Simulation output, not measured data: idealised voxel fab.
The process module presented herein is designated voxel released beams.
FYI the section here is cut, 160 nm wide, cells are 5 nm squares.
For the purposes of this document, a cross-section shall be understood as a grid of square cells, specified as bands listed in top-to-bottom order, each band consisting of one or more rows of cells.
Top, bottom (nm), then materials left to right with widths (nm); lone material tagged "throughout" fills the whole band edge to edge; "air" = empty space.
Heights are expressed relative to 0, this being the level below which the as-received wafer comprises one material exclusively. The lowest band is unbounded in the downward direction and is denoted as in "from 0 down".
With a width like "30 to 40", each row of cells in the band differs from the next by the same amount, the top row carrying the first number and the bottom row the second.
"nothing was modified" for a step: no cell of the cross-section changed in that step.
Closed empty spaces (no open way to the top) of 8 cells or more are what "Fully sealed voids" lists, each as width x height at distance from the left edge, nm for all three.
after a step's settings: what the simulator itself notes on the step
Each step line may optionally specify "overlay nm", which for a step with a mask gives the rightward distance between the mask's planned place and where it lay, a negative value indicating the leftward direction.
# Steps in the process plan
1) op RECEIVE | material Si
2) op CONFORMAL_DEP | material SiN | thk nm 10
3) op DIRECTIONAL_DEP | material SiO2 | thk nm 15
4) op PATTERN | tone open | mask id ANCHOR | material resist | width nm 40 | thk nm 20 | overlay nm 0
5) op DIRECTIONAL_ETCH | etch materials SiO2 | depth nm 15
6) op STRIP | etch materials resist
7) op CONFORMAL_DEP | material TiN | thk nm 15
8) op PATTERN | tone cover | mask id BEAM | material resist | width nm 90 | thk nm 15 | overlay nm 0
9) op DIRECTIONAL_ETCH | etch materials TiN | depth nm 15
10) op STRIP | etch materials resist
11) op STRIP | etch materials SiO2
# Shown in cross-section is the wafer as received, that is, as it stands after step 1
> from 0 down | Si throughout
> Fully sealed voids: none
# Figure: cross-sectional view of the wafer upon completion of the module, processed from the initial state and according to the plan depicted above, with one error introduced during execution
> from 40 to 25 | air=30; TiN=20; air=10; TiN=60; air=40
> from 25 to 10 | air=35; TiN=40; air=85
> from 10 to 0 | TiN throughout
> from 0 down | Si throughout
> Fully sealed voids: none
Finding, execution versus plan: step 2 deviated from plan and actually ran as op CONFORMAL_DEP | material TiN | thk nm 10
